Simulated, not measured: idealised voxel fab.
process module | voxel gate over fins
cross-section cut | 255 nm wide | cells 5 nm
A cross-section is a grid of square cells, given in bands from the top down. A band is one or more rows of cells.
Each band's line starts with the height of the band's top and of its bottom, in nm. Then come its materials from left to right, each with its width in nm. One material with "throughout" fills the band from edge to edge. "air" is empty space.
Height 0 is the level under which the wafer as received is all one material. The lowest band goes on downwards, as in "0 down".
A width such as "30 to 40" changes by the same amount from each row of cells to the next, from the band's top row to its bottom row.
"no change" after a step means that no cell of the cross-section changed.
closed voids: empty space of 8 cells or more with no open way to the top, each as width x height at its distance from the left edge, in nm
after a step's settings: what the simulator itself notes on the step
overlay nm, on a step with a mask: how far to the right of its planned place the mask lay; to the left if negative
Each pair below shows a cross-section before one step and the cross-section after it, down to the lowest band that changed. The line under each pair gives the step between them, with its settings. The pairs can come from different runs of this module on the same starting wafer, so a pair continues from the pair above only where its "before" says so.
before
  0 down: Si throughout
  closed voids: none
after
  10 to 0: SiN throughout
  below 0: unchanged
  closed voids: none
the step between: op CONFORMAL_DEP | material SiN | thk nm 10
before: the cross-section after the pair above
after
  10 to 0: air 95 | SiN 15 | air 35 | SiN 15 | air 95
  below 0: unchanged
  closed voids: none
the step between: op MASKED_ETCH | tone cover | mask id FINS | width nm 15 | pitch nm 50 | etch materials SiN | depth nm 10 | overlay nm 0
before: the cross-section after the pair above
after
  10 to 0: air 95 | SiN 15 | air 35 | SiN 15 | air 95
  0 to -35: air 95 | Si 15 | air 35 | Si 15 | air 95
  below -35: unchanged
  closed voids: none
the step between: op MASKED_ETCH | tone cover | mask id FINS | width nm 15 | pitch nm 50 | etch materials Si | depth nm 35 | overlay nm 0
before: the cross-section after the pair above
after
  10 to 0: air 95 | SiN 15 | air 35 | SiN 15 | air 95
  0 to -35: air 95 | SiO2 5 | Si 5 | SiO2 5 | air 35 | SiO2 5 | Si 5 | SiO2 5 | air 95
  -35 to -40: SiO2 100 | Si 5 | SiO2 45 | Si 5 | SiO2 100
  below -40: unchanged
  closed voids: none
the step between: op OXIDIZE | depth nm 5
before: the cross-section after the pair above
after
  25 to 10: SiO2 throughout
  10 to 0: SiO2 95 | SiN 15 | SiO2 35 | SiN 15 | SiO2 95
  0 to -40: SiO2 100 | Si 5 | SiO2 45 | Si 5 | SiO2 100
  below -40: unchanged
  closed voids: none
the step between: op FILL_DEP | material SiO2 | thk nm 15
before: the cross-section after the pair above
after
  10 to 0: SiO2 95 | SiN 15 | SiO2 35 | SiN 15 | SiO2 95
  below 0: unchanged
  closed voids: none
the step between: op CMP | height nm 10
before: the cross-section after the pair above
after
  20 to 10: aC throughout
  below 10: unchanged
  closed voids: none
the step between: op DIRECTIONAL_DEP | material aC | thk nm 10
before: the cross-section after the pair above
after
  50 to 20: resist 120 | air 15 | resist 120
  below 20: unchanged
  closed voids: none
the step between: op PATTERN | tone open | mask id RAIL | material resist | width nm 15 | thk nm 30 | overlay nm 0
before: the cross-section after the pair above
after
  40 to 20: resist 120 | air 15 | resist 120
  20 to 10: aC 120 | air 15 | aC 120
  below 10: unchanged
  closed voids: none
the step between: op DIRECTIONAL_ETCH | etch materials aC | depth nm 10
before: the cross-section after the pair above
after
  20 to 10: aC 120 | air 15 | aC 120
  below 10: unchanged
  closed voids: none
the step between: op STRIP | etch materials resist
before: the cross-section after the pair above
after
  20 to 10: aC 120 | air 15 | aC 120
  10 to 0: SiO2 95 | SiN 15 | SiO2 10 | air 15 | SiO2 10 | SiN 15 | SiO2 95
  0 to -30: SiO2 100 | Si 5 | SiO2 15 | air 15 | SiO2 15 | Si 5 | SiO2 100
  below -30: unchanged
  closed voids: none
the step between: op DIRECTIONAL_ETCH | etch materials SiO2 | depth nm 40
before: the cross-section after the pair above
after
  10 to 0: SiO2 95 | SiN 15 | SiO2 10 | air 15 | SiO2 10 | SiN 15 | SiO2 95
  below 0: unchanged
  closed voids: none
the step between: op STRIP | etch materials aC
before: the cross-section after the pair above
after
  15 to 10: TiN 125 | air 5 | TiN 125
  10 to 0: SiO2 95 | SiN 15 | SiO2 10 | TiN 5 | air 5 | TiN 5 | SiO2 10 | SiN 15 | SiO2 95
  0 to -25: SiO2 100 | Si 5 | SiO2 15 | TiN 5 | air 5 | TiN 5 | SiO2 15 | Si 5 | SiO2 100
  -25 to -30: SiO2 100 | Si 5 | SiO2 15 | TiN 15 | SiO2 15 | Si 5 | SiO2 100
  below -30: unchanged
  closed voids: none
the step between: op CONFORMAL_DEP | material TiN | thk nm 5
before: the cross-section after the pair above
after
  25 to 15: W throughout
  15 to 10: TiN 125 | W 5 | TiN 125
  10 to 0: SiO2 95 | SiN 15 | SiO2 10 | TiN 5 | W 5 | TiN 5 | SiO2 10 | SiN 15 | SiO2 95
  0 to -25: SiO2 100 | Si 5 | SiO2 15 | TiN 5 | W 5 | TiN 5 | SiO2 15 | Si 5 | SiO2 100
  below -25: unchanged
  closed voids: none
the step between: op FILL_DEP | material W | thk nm 10
before: the cross-section after the pair above
after
  10 to 0: SiO2 95 | SiN 15 | SiO2 10 | TiN 5 | W 5 | TiN 5 | SiO2 10 | SiN 15 | SiO2 95
  below 0: unchanged
  closed voids: none
the step between: op CMP | height nm 10
before: the cross-section after the pair above
after
  10 to 0: SiO2 95 | SiN 15 | SiO2 10 | air 15 | SiO2 10 | SiN 15 | SiO2 95
  0 to -20: SiO2 100 | Si 5 | SiO2 15 | air 15 | SiO2 15 | Si 5 | SiO2 100
  below -20: unchanged
  closed voids: none
the step between: op SELECTIVE_ETCH | etch materials W Ru TiN | depth nm 30
before: the cross-section after the pair above
after
  15 to 10: SiO2 throughout
  10 to 0: SiO2 95 | SiN 15 | SiO2 35 | SiN 15 | SiO2 95
  0 to -20: SiO2 100 | Si 5 | SiO2 45 | Si 5 | SiO2 100
  below -20: unchanged
  closed voids: none
the step between: op FILL_DEP | material SiO2 | thk nm 5
before: the cross-section after the pair above
after
  10 to 0: SiO2 95 | SiN 15 | SiO2 35 | SiN 15 | SiO2 95
  below 0: unchanged
  closed voids: none
the step between: op CMP | height nm 10
before: the cross-section after the pair above
after
  10 to 0: air 95 | SiN 15 | air 35 | SiN 15 | air 95
  0 to -10: air 100 | Si 5 | air 45 | Si 5 | air 100
  below -10: unchanged
  closed voids: none
the step between: op SELECTIVE_ETCH | etch materials SiO2 | depth nm 20
before: the cross-section after the pair above
after
  0 to -10: air 100 | Si 5 | air 45 | Si 5 | air 100
  below -10: unchanged
  closed voids: none
the step between: op STRIP | etch materials SiN
before: the cross-section after the pair above
after
  5 to 0: air 95 | HfO2 15 | air 35 | HfO2 15 | air 95
  0 to -5: air 95 | HfO2 5 | Si 5 | HfO2 5 | air 35 | HfO2 5 | Si 5 | HfO2 5 | air 95
  -5 to -10: HfO2 100 | Si 5 | HfO2 45 | Si 5 | HfO2 100
  below -10: unchanged
  closed voids: none
the step between: op CONFORMAL_DEP | material HfO2 | thk nm 5
before: the cross-section after the pair above
after
  10 to 5: air 90 | TiN 25 | air 25 | TiN 25 | air 90
  5 to 0: air 90 | TiN 5 | HfO2 15 | TiN 5 | air 25 | TiN 5 | HfO2 15 | TiN 5 | air 90
  0 to -5: TiN 95 | HfO2 5 | Si 5 | HfO2 5 | TiN 35 | HfO2 5 | Si 5 | HfO2 5 | TiN 95
  below -5: unchanged
  closed voids: none
the step between: op CONFORMAL_DEP | material TiN | thk nm 5
before: the cross-section after the pair above
after
  15 to 10: air 85 | TiAl 35 | air 15 | TiAl 35 | air 85
  10 to 5: air 85 | TiAl 5 | TiN 25 | TiAl 5 | air 15 | TiAl 5 | TiN 25 | TiAl 5 | air 85
  5 to 0: TiAl 90 | TiN 5 | HfO2 15 | TiN 5 | TiAl 25 | TiN 5 | HfO2 15 | TiN 5 | TiAl 90
  below 0: unchanged
  closed voids: none
the step between: op CONFORMAL_DEP | material TiAl | thk nm 5
before: the cross-section after the pair above
after
  20 to 15: air 80 | TiN 45 | air 5 | TiN 45 | air 80
  15 to 10: air 80 | TiN 5 | TiAl 35 | TiN 5 | air 5 | TiN 5 | TiAl 35 | TiN 5 | air 80
  10 to 5: TiN 85 | TiAl 5 | TiN 25 | TiAl 5 | TiN 15 | TiAl 5 | TiN 25 | TiAl 5 | TiN 85
  below 5: unchanged
  closed voids: none
the step between: op CONFORMAL_DEP | material TiN | thk nm 5
before: the cross-section after the pair above
after
  35 to 20: W throughout
  20 to 15: W 80 | TiN 45 | W 5 | TiN 45 | W 80
  15 to 10: W 80 | TiN 5 | TiAl 35 | TiN 5 | W 5 | TiN 5 | TiAl 35 | TiN 5 | W 80
  below 10: unchanged
  closed voids: none
the step between: op FILL_DEP | material W | thk nm 15
before: the cross-section after the pair above
after
  30 to 20: W throughout
  below 20: unchanged
  closed voids: none
the step between: op CMP | height nm 30
before: the cross-section after the pair above
after
  35 to 30: SiN throughout
  below 30: unchanged
  closed voids: none
the step between: op CONFORMAL_DEP | material SiN | thk nm 5
before
  5 to 0: air 95 | HfO2 15 | air 35 | HfO2 15 | air 95
  0 to -5: air 95 | HfO2 5 | Si 5 | HfO2 5 | air 35 | HfO2 5 | Si 5 | HfO2 5 | air 95
  -5 to -10: HfO2 100 | Si 5 | HfO2 45 | Si 5 | HfO2 100
  -10 to -20: SiO2 100 | Si 5 | SiO2 45 | Si 5 | SiO2 100
  -20 to -25: SiO2 100 | Si 5 | SiO2 15 | TiN 5 | W 5 | TiN 5 | SiO2 15 | Si 5 | SiO2 100
  -25 to -30: SiO2 100 | Si 5 | SiO2 15 | TiN 15 | SiO2 15 | Si 5 | SiO2 100
  -30 to -40: SiO2 100 | Si 5 | SiO2 45 | Si 5 | SiO2 100
  -40 down: Si throughout
  closed voids: none
after
  10 to 5: air 90 | TiAl 25 | air 25 | TiAl 25 | air 90
  5 to 0: air 90 | TiAl 5 | HfO2 15 | TiAl 5 | air 25 | TiAl 5 | HfO2 15 | TiAl 5 | air 90
  0 to -5: TiAl 95 | HfO2 5 | Si 5 | HfO2 5 | TiAl 35 | HfO2 5 | Si 5 | HfO2 5 | TiAl 95
  below -5: unchanged
  closed voids: none
the step between: op CONFORMAL_DEP | material TiAl | thk nm 5
before: the cross-section after the pair above
after
  15 to 10: air 85 | TiN 35 | air 15 | TiN 35 | air 85
  10 to 5: air 85 | TiN 5 | TiAl 25 | TiN 5 | air 15 | TiN 5 | TiAl 25 | TiN 5 | air 85
  5 to 0: TiN 90 | TiAl 5 | HfO2 15 | TiAl 5 | TiN 25 | TiAl 5 | HfO2 15 | TiAl 5 | TiN 90
  below 0: unchanged
  closed voids: none
the step between: op CONFORMAL_DEP | material TiN | thk nm 5
before: the cross-section after the pair above
after
  30 to 15: W throughout
  15 to 10: W 85 | TiN 35 | W 15 | TiN 35 | W 85
  10 to 5: W 85 | TiN 5 | TiAl 25 | TiN 5 | W 15 | TiN 5 | TiAl 25 | TiN 5 | W 85
  below 5: unchanged
  closed voids: none
the step between: op FILL_DEP | material W | thk nm 15
before: the cross-section after the pair above
after
  35 to 30: SiN throughout
  below 30: unchanged
  closed voids: none
the step between: op CONFORMAL_DEP | material SiN | thk nm 5
before
  10 to 0: air 95 | SiN 15 | air 35 | SiN 15 | air 95
  0 to -35: air 95 | Si 15 | air 35 | Si 15 | air 95
  -35 down: Si throughout
  closed voids: none
after
  10 to 0: air 95 | SiN 15 | air 35 | SiN 15 | air 95
  0 to -70: air 95 | Si 15 | air 35 | Si 15 | air 95
  below -70: unchanged
  closed voids: none
the step between: op MASKED_ETCH | tone cover | mask id FINS | width nm 15 | pitch nm 50 | etch materials Si | depth nm 35 | overlay nm 0
before: the cross-section after the pair above
after
  10 to 0: air 95 | SiN 15 | air 35 | SiN 15 | air 95
  0 to -70: air 95 | SiO2 5 | Si 5 | SiO2 5 | air 35 | SiO2 5 | Si 5 | SiO2 5 | air 95
  -70 to -75: SiO2 100 | Si 5 | SiO2 45 | Si 5 | SiO2 100
  below -75: unchanged
  closed voids: none
the step between: op OXIDIZE | depth nm 5
before: the cross-section after the pair above
after
  25 to 10: SiO2 throughout
  10 to 0: SiO2 95 | SiN 15 | SiO2 35 | SiN 15 | SiO2 95
  0 to -75: SiO2 100 | Si 5 | SiO2 45 | Si 5 | SiO2 100
  below -75: unchanged
  closed voids: none
the step between: op FILL_DEP | material SiO2 | thk nm 15
before: the cross-section after the pair above
after
  10 to 0: SiO2 95 | SiN 15 | SiO2 35 | SiN 15 | SiO2 95
  below 0: unchanged
  closed voids: none
the step between: op CMP | height nm 10
before: the cross-section after the pair above
after
  20 to 10: aC throughout
  below 10: unchanged
  closed voids: none
the step between: op DIRECTIONAL_DEP | material aC | thk nm 10
before: the cross-section after the pair above
after
  50 to 20: resist 120 | air 15 | resist 120
  below 20: unchanged
  closed voids: none
the step between: op PATTERN | tone open | mask id RAIL | material resist | width nm 15 | thk nm 30 | overlay nm 0
before: the cross-section after the pair above
after
  40 to 20: resist 120 | air 15 | resist 120
  20 to 10: aC 120 | air 15 | aC 120
  below 10: unchanged
  closed voids: none
the step between: op DIRECTIONAL_ETCH | etch materials aC | depth nm 10
before: the cross-section after the pair above
after
  20 to 10: aC 120 | air 15 | aC 120
  below 10: unchanged
  closed voids: none
the step between: op STRIP | etch materials resist
before: the cross-section after the pair above
after
  20 to 10: aC 120 | air 15 | aC 120
  10 to 0: SiO2 95 | SiN 15 | SiO2 10 | air 15 | SiO2 10 | SiN 15 | SiO2 95
  0 to -30: SiO2 100 | Si 5 | SiO2 15 | air 15 | SiO2 15 | Si 5 | SiO2 100
  below -30: unchanged
  closed voids: none
the step between: op DIRECTIONAL_ETCH | etch materials SiO2 | depth nm 40
before: the cross-section after the pair above
after
  10 to 0: SiO2 95 | SiN 15 | SiO2 10 | air 15 | SiO2 10 | SiN 15 | SiO2 95
  below 0: unchanged
  closed voids: none
the step between: op STRIP | etch materials aC
before: the cross-section after the pair above
after
  15 to 10: TiN 125 | air 5 | TiN 125
  10 to 0: SiO2 95 | SiN 15 | SiO2 10 | TiN 5 | air 5 | TiN 5 | SiO2 10 | SiN 15 | SiO2 95
  0 to -25: SiO2 100 | Si 5 | SiO2 15 | TiN 5 | air 5 | TiN 5 | SiO2 15 | Si 5 | SiO2 100
  -25 to -30: SiO2 100 | Si 5 | SiO2 15 | TiN 15 | SiO2 15 | Si 5 | SiO2 100
  below -30: unchanged
  closed voids: none
the step between: op CONFORMAL_DEP | material TiN | thk nm 5
before: the cross-section after the pair above
after
  25 to 15: W throughout
  15 to 10: TiN 125 | W 5 | TiN 125
  10 to 0: SiO2 95 | SiN 15 | SiO2 10 | TiN 5 | W 5 | TiN 5 | SiO2 10 | SiN 15 | SiO2 95
  0 to -25: SiO2 100 | Si 5 | SiO2 15 | TiN 5 | W 5 | TiN 5 | SiO2 15 | Si 5 | SiO2 100
  below -25: unchanged
  closed voids: none
the step between: op FILL_DEP | material W | thk nm 10
before: the cross-section after the pair above
after
  10 to 0: SiO2 95 | SiN 15 | SiO2 10 | TiN 5 | W 5 | TiN 5 | SiO2 10 | SiN 15 | SiO2 95
  below 0: unchanged
  closed voids: none
the step between: op CMP | height nm 10
before: the cross-section after the pair above
after
  10 to 0: SiO2 95 | SiN 15 | SiO2 10 | air 15 | SiO2 10 | SiN 15 | SiO2 95
  0 to -20: SiO2 100 | Si 5 | SiO2 15 | air 15 | SiO2 15 | Si 5 | SiO2 100
  below -20: unchanged
  closed voids: none
the step between: op SELECTIVE_ETCH | etch materials W Ru TiN | depth nm 30
before: the cross-section after the pair above
after
  15 to 10: SiO2 throughout
  10 to 0: SiO2 95 | SiN 15 | SiO2 35 | SiN 15 | SiO2 95
  0 to -20: SiO2 100 | Si 5 | SiO2 45 | Si 5 | SiO2 100
  below -20: unchanged
  closed voids: none
the step between: op FILL_DEP | material SiO2 | thk nm 5
before: the cross-section after the pair above
after
  10 to 0: SiO2 95 | SiN 15 | SiO2 35 | SiN 15 | SiO2 95
  below 0: unchanged
  closed voids: none
the step between: op CMP | height nm 10
before: the cross-section after the pair above
after
  10 to 0: air 95 | SiN 15 | air 35 | SiN 15 | air 95
  0 to -10: air 100 | Si 5 | air 45 | Si 5 | air 100
  below -10: unchanged
  closed voids: none
the step between: op SELECTIVE_ETCH | etch materials SiO2 | depth nm 20
before: the cross-section after the pair above
after
  0 to -10: air 100 | Si 5 | air 45 | Si 5 | air 100
  below -10: unchanged
  closed voids: none
the step between: op STRIP | etch materials SiN
before: the cross-section after the pair above
after
  5 to 0: air 95 | HfO2 15 | air 35 | HfO2 15 | air 95
  0 to -5: air 95 | HfO2 5 | Si 5 | HfO2 5 | air 35 | HfO2 5 | Si 5 | HfO2 5 | air 95
  -5 to -10: HfO2 100 | Si 5 | HfO2 45 | Si 5 | HfO2 100
  below -10: unchanged
  closed voids: none
the step between: op CONFORMAL_DEP | material HfO2 | thk nm 5
before: the cross-section after the pair above
after
  10 to 5: air 90 | TiN 25 | air 25 | TiN 25 | air 90
  5 to 0: air 90 | TiN 5 | HfO2 15 | TiN 5 | air 25 | TiN 5 | HfO2 15 | TiN 5 | air 90
  0 to -5: TiN 95 | HfO2 5 | Si 5 | HfO2 5 | TiN 35 | HfO2 5 | Si 5 | HfO2 5 | TiN 95
  below -5: unchanged
  closed voids: none
the step between: op CONFORMAL_DEP | material TiN | thk nm 5
before: the cross-section after the pair above
after
  15 to 10: air 85 | TiAl 35 | air 15 | TiAl 35 | air 85
  10 to 5: air 85 | TiAl 5 | TiN 25 | TiAl 5 | air 15 | TiAl 5 | TiN 25 | TiAl 5 | air 85
  5 to 0: TiAl 90 | TiN 5 | HfO2 15 | TiN 5 | TiAl 25 | TiN 5 | HfO2 15 | TiN 5 | TiAl 90
  below 0: unchanged
  closed voids: none
the step between: op CONFORMAL_DEP | material TiAl | thk nm 5
before: the cross-section after the pair above
after
  20 to 15: air 80 | TiN 45 | air 5 | TiN 45 | air 80
  15 to 10: air 80 | TiN 5 | TiAl 35 | TiN 5 | air 5 | TiN 5 | TiAl 35 | TiN 5 | air 80
  10 to 5: TiN 85 | TiAl 5 | TiN 25 | TiAl 5 | TiN 15 | TiAl 5 | TiN 25 | TiAl 5 | TiN 85
  below 5: unchanged
  closed voids: none
the step between: op CONFORMAL_DEP | material TiN | thk nm 5
before: the cross-section after the pair above
after
  35 to 20: W throughout
  20 to 15: W 80 | TiN 45 | W 5 | TiN 45 | W 80
  15 to 10: W 80 | TiN 5 | TiAl 35 | TiN 5 | W 5 | TiN 5 | TiAl 35 | TiN 5 | W 80
  below 10: unchanged
  closed voids: none
the step between: op FILL_DEP | material W | thk nm 15
before: the cross-section after the pair above
after
  30 to 20: W throughout
  below 20: unchanged
  closed voids: none
the step between: op CMP | height nm 30
before: the cross-section after the pair above
after
  35 to 30: SiN throughout
  below 30: unchanged
  closed voids: none
the step between: op CONFORMAL_DEP | material SiN | thk nm 5
before
  10 to 5: air 90 | TiN 25 | air 25 | TiN 25 | air 90
  5 to 0: air 90 | TiN 5 | HfO2 15 | TiN 5 | air 25 | TiN 5 | HfO2 15 | TiN 5 | air 90
  0 to -5: TiN 95 | HfO2 5 | Si 5 | HfO2 5 | TiN 35 | HfO2 5 | Si 5 | HfO2 5 | TiN 95
  -5 to -10: HfO2 100 | Si 5 | HfO2 45 | Si 5 | HfO2 100
  -10 to -20: SiO2 100 | Si 5 | SiO2 45 | Si 5 | SiO2 100
  -20 to -25: SiO2 100 | Si 5 | SiO2 15 | TiN 5 | W 5 | TiN 5 | SiO2 15 | Si 5 | SiO2 100
  -25 to -30: SiO2 100 | Si 5 | SiO2 15 | TiN 15 | SiO2 15 | Si 5 | SiO2 100
  -30 to -40: SiO2 100 | Si 5 | SiO2 45 | Si 5 | SiO2 100
  -40 down: Si throughout
  closed voids: none
after
  15 to 5: air 85 | TiN 35 | air 15 | TiN 35 | air 85
  5 to 0: TiN 95 | HfO2 15 | TiN 35 | HfO2 15 | TiN 95
  below 0: unchanged
  closed voids: none
the step between: op CONFORMAL_DEP | material TiN | thk nm 5
before: the cross-section after the pair above
after
  20 to 15: air 80 | TiAl 45 | air 5 | TiAl 45 | air 80
  15 to 10: air 80 | TiAl 5 | TiN 35 | TiAl 5 | air 5 | TiAl 5 | TiN 35 | TiAl 5 | air 80
  10 to 5: TiAl 85 | TiN 35 | TiAl 15 | TiN 35 | TiAl 85
  below 5: unchanged
  closed voids: none
the step between: op CONFORMAL_DEP | material TiAl | thk nm 5
before: the cross-section after the pair above
after
  35 to 20: W throughout
  20 to 15: W 80 | TiAl 45 | W 5 | TiAl 45 | W 80
  15 to 10: W 80 | TiAl 5 | TiN 35 | TiAl 5 | W 5 | TiAl 5 | TiN 35 | TiAl 5 | W 80
  below 10: unchanged
  closed voids: none
the step between: op FILL_DEP | material W | thk nm 15
before: the cross-section after the pair above
after
  30 to 20: W throughout
  below 20: unchanged
  closed voids: none
the step between: op CMP | height nm 30
before: the cross-section after the pair above
after
  35 to 30: SiN throughout
  below 30: unchanged
  closed voids: none
the step between: op CONFORMAL_DEP | material SiN | thk nm 5
before
  35 to 20: W throughout
  20 to 15: W 80 | TiN 45 | W 5 | TiN 45 | W 80
  15 to 10: W 80 | TiN 5 | TiAl 35 | TiN 5 | W 5 | TiN 5 | TiAl 35 | TiN 5 | W 80
  10 to 5: TiN 85 | TiAl 5 | TiN 25 | TiAl 5 | TiN 15 | TiAl 5 | TiN 25 | TiAl 5 | TiN 85
  5 to 0: TiAl 90 | TiN 5 | HfO2 15 | TiN 5 | TiAl 25 | TiN 5 | HfO2 15 | TiN 5 | TiAl 90
  0 to -5: TiN 95 | HfO2 5 | Si 5 | HfO2 5 | TiN 35 | HfO2 5 | Si 5 | HfO2 5 | TiN 95
  -5 to -10: HfO2 100 | Si 5 | HfO2 45 | Si 5 | HfO2 100
  -10 to -20: SiO2 100 | Si 5 | SiO2 45 | Si 5 | SiO2 100
  -20 to -25: SiO2 100 | Si 5 | SiO2 15 | TiN 5 | W 5 | TiN 5 | SiO2 15 | Si 5 | SiO2 100
  -25 to -30: SiO2 100 | Si 5 | SiO2 15 | TiN 15 | SiO2 15 | Si 5 | SiO2 100
  -30 to -40: SiO2 100 | Si 5 | SiO2 45 | Si 5 | SiO2 100
  -40 down: Si throughout
  closed voids: none
after
  25 to 20: W throughout
  below 20: unchanged
  closed voids: none
the step between: op CMP | height nm 25
before: the cross-section after the pair above
after
  30 to 25: SiN throughout
  below 25: unchanged
  closed voids: none
the step between: op CONFORMAL_DEP | material SiN | thk nm 5
before
  10 to 0: air 95 | SiN 15 | air 35 | SiN 15 | air 95
  0 down: Si throughout
  closed voids: none
after
  10 to 0: air 95 | SiN 15 | air 35 | SiN 15 | air 95
  0 to -35: air 90 | Si 25 | air 25 | Si 25 | air 90
  below -35: unchanged
  closed voids: none
the step between: op MASKED_ETCH | tone cover | mask id FINS | width nm 25 | pitch nm 50 | etch materials Si | depth nm 35 | overlay nm 0
before: the cross-section after the pair above
after
  10 to 0: air 95 | SiN 15 | air 35 | SiN 15 | air 95
  0 to -5: air 90 | SiO2 10 | Si 5 | SiO2 10 | air 25 | SiO2 10 | Si 5 | SiO2 10 | air 90
  -5 to -35: air 90 | SiO2 5 | Si 15 | SiO2 5 | air 25 | SiO2 5 | Si 15 | SiO2 5 | air 90
  -35 to -40: SiO2 95 | Si 15 | SiO2 35 | Si 15 | SiO2 95
  below -40: unchanged
  closed voids: none
the step between: op OXIDIZE | depth nm 5
before: the cross-section after the pair above
after
  25 to 10: SiO2 throughout
  10 to 0: SiO2 95 | SiN 15 | SiO2 35 | SiN 15 | SiO2 95
  0 to -5: SiO2 100 | Si 5 | SiO2 45 | Si 5 | SiO2 100
  -5 to -40: SiO2 95 | Si 15 | SiO2 35 | Si 15 | SiO2 95
  below -40: unchanged
  closed voids: none
the step between: op FILL_DEP | material SiO2 | thk nm 15
before: the cross-section after the pair above
after
  10 to 0: SiO2 95 | SiN 15 | SiO2 35 | SiN 15 | SiO2 95
  below 0: unchanged
  closed voids: none
the step between: op CMP | height nm 10
before: the cross-section after the pair above
after
  20 to 10: aC throughout
  below 10: unchanged
  closed voids: none
the step between: op DIRECTIONAL_DEP | material aC | thk nm 10
before: the cross-section after the pair above
after
  50 to 20: resist 120 | air 15 | resist 120
  below 20: unchanged
  closed voids: none
the step between: op PATTERN | tone open | mask id RAIL | material resist | width nm 15 | thk nm 30 | overlay nm 0
before: the cross-section after the pair above
after
  40 to 20: resist 120 | air 15 | resist 120
  20 to 10: aC 120 | air 15 | aC 120
  below 10: unchanged
  closed voids: none
the step between: op DIRECTIONAL_ETCH | etch materials aC | depth nm 10
before: the cross-section after the pair above
after
  20 to 10: aC 120 | air 15 | aC 120
  below 10: unchanged
  closed voids: none
the step between: op STRIP | etch materials resist
before: the cross-section after the pair above
after
  20 to 10: aC 120 | air 15 | aC 120
  10 to 0: SiO2 95 | SiN 15 | SiO2 10 | air 15 | SiO2 10 | SiN 15 | SiO2 95
  0 to -5: SiO2 100 | Si 5 | SiO2 15 | air 15 | SiO2 15 | Si 5 | SiO2 100
  -5 to -30: SiO2 95 | Si 15 | SiO2 10 | air 15 | SiO2 10 | Si 15 | SiO2 95
  below -30: unchanged
  closed voids: none
the step between: op DIRECTIONAL_ETCH | etch materials SiO2 | depth nm 40
before: the cross-section after the pair above
after
  10 to 0: SiO2 95 | SiN 15 | SiO2 10 | air 15 | SiO2 10 | SiN 15 | SiO2 95
  below 0: unchanged
  closed voids: none
the step between: op STRIP | etch materials aC
before: the cross-section after the pair above
after
  15 to 10: TiN 125 | air 5 | TiN 125
  10 to 0: SiO2 95 | SiN 15 | SiO2 10 | TiN 5 | air 5 | TiN 5 | SiO2 10 | SiN 15 | SiO2 95
  0 to -5: SiO2 100 | Si 5 | SiO2 15 | TiN 5 | air 5 | TiN 5 | SiO2 15 | Si 5 | SiO2 100
  -5 to -25: SiO2 95 | Si 15 | SiO2 10 | TiN 5 | air 5 | TiN 5 | SiO2 10 | Si 15 | SiO2 95
  -25 to -30: SiO2 95 | Si 15 | SiO2 10 | TiN 15 | SiO2 10 | Si 15 | SiO2 95
  below -30: unchanged
  closed voids: none
the step between: op CONFORMAL_DEP | material TiN | thk nm 5
before: the cross-section after the pair above
after
  25 to 15: W throughout
  15 to 10: TiN 125 | W 5 | TiN 125
  10 to 0: SiO2 95 | SiN 15 | SiO2 10 | TiN 5 | W 5 | TiN 5 | SiO2 10 | SiN 15 | SiO2 95
  0 to -5: SiO2 100 | Si 5 | SiO2 15 | TiN 5 | W 5 | TiN 5 | SiO2 15 | Si 5 | SiO2 100
  -5 to -25: SiO2 95 | Si 15 | SiO2 10 | TiN 5 | W 5 | TiN 5 | SiO2 10 | Si 15 | SiO2 95
  below -25: unchanged
  closed voids: none
the step between: op FILL_DEP | material W | thk nm 10
before: the cross-section after the pair above
after
  10 to 0: SiO2 95 | SiN 15 | SiO2 10 | TiN 5 | W 5 | TiN 5 | SiO2 10 | SiN 15 | SiO2 95
  below 0: unchanged
  closed voids: none
the step between: op CMP | height nm 10
before: the cross-section after the pair above
after
  10 to 0: SiO2 95 | SiN 15 | SiO2 10 | air 15 | SiO2 10 | SiN 15 | SiO2 95
  0 to -5: SiO2 100 | Si 5 | SiO2 15 | air 15 | SiO2 15 | Si 5 | SiO2 100
  -5 to -20: SiO2 95 | Si 15 | SiO2 10 | air 15 | SiO2 10 | Si 15 | SiO2 95
  below -20: unchanged
  closed voids: none
the step between: op SELECTIVE_ETCH | etch materials W Ru TiN | depth nm 30
before: the cross-section after the pair above
after
  15 to 10: SiO2 throughout
  10 to 0: SiO2 95 | SiN 15 | SiO2 35 | SiN 15 | SiO2 95
  0 to -5: SiO2 100 | Si 5 | SiO2 45 | Si 5 | SiO2 100
  -5 to -20: SiO2 95 | Si 15 | SiO2 35 | Si 15 | SiO2 95
  below -20: unchanged
  closed voids: none
the step between: op FILL_DEP | material SiO2 | thk nm 5
before: the cross-section after the pair above
after
  10 to 0: SiO2 95 | SiN 15 | SiO2 35 | SiN 15 | SiO2 95
  below 0: unchanged
  closed voids: none
the step between: op CMP | height nm 10
before: the cross-section after the pair above
after
  10 to 0: air 95 | SiN 15 | air 35 | SiN 15 | air 95
  0 to -10: air 100 to 95 | Si 5 to 15 | air 45 to 35 | Si 5 to 15 | air 100 to 95
  below -10: unchanged
  closed voids: none
the step between: op SELECTIVE_ETCH | etch materials SiO2 | depth nm 20
before: the cross-section after the pair above
after
  0 to -10: air 100 to 95 | Si 5 to 15 | air 45 to 35 | Si 5 to 15 | air 100 to 95
  below -10: unchanged
  closed voids: none
the step between: op STRIP | etch materials SiN
before: the cross-section after the pair above
after
  5 to 0: air 95 | HfO2 15 | air 35 | HfO2 15 | air 95
  0 to -5: air 90 | HfO2 10 | Si 5 | HfO2 10 | air 25 | HfO2 10 | Si 5 | HfO2 10 | air 90
  -5 to -10: HfO2 95 | Si 15 | HfO2 35 | Si 15 | HfO2 95
  below -10: unchanged
  closed voids: none
the step between: op CONFORMAL_DEP | material HfO2 | thk nm 5
before: the cross-section after the pair above
after
  10 to 5: air 90 | TiN 25 | air 25 | TiN 25 | air 90
  5 to 0: air 85 | TiN 10 | HfO2 15 | TiN 10 | air 15 | TiN 10 | HfO2 15 | TiN 10 | air 85
  0 to -5: TiN 90 | HfO2 10 | Si 5 | HfO2 10 | TiN 25 | HfO2 10 | Si 5 | HfO2 10 | TiN 90
  below -5: unchanged
  closed voids: none
the step between: op CONFORMAL_DEP | material TiN | thk nm 5
before: the cross-section after the pair above
after
  15 to 10: air 85 | TiAl 35 | air 15 | TiAl 35 | air 85
  10 to 5: air 80 | TiAl 10 | TiN 25 | TiAl 10 | air 5 | TiAl 10 | TiN 25 | TiAl 10 | air 80
  5 to 0: TiAl 85 | TiN 10 | HfO2 15 | TiN 10 | TiAl 15 | TiN 10 | HfO2 15 | TiN 10 | TiAl 85
  below 0: unchanged
  closed voids: none
the step between: op CONFORMAL_DEP | material TiAl | thk nm 5
before: the cross-section after the pair above
after
  20 to 15: air 80 | TiN 45 | air 5 | TiN 45 | air 80
  15 to 10: air 75 | TiN 10 | TiAl 35 | TiN 15 | TiAl 35 | TiN 10 | air 75
  10 to 5: TiN 80 | TiAl 10 | TiN 25 | TiAl 10 | TiN 5 | TiAl 10 | TiN 25 | TiAl 10 | TiN 80
  below 5: unchanged
  closed voids: none
the step between: op CONFORMAL_DEP | material TiN | thk nm 5
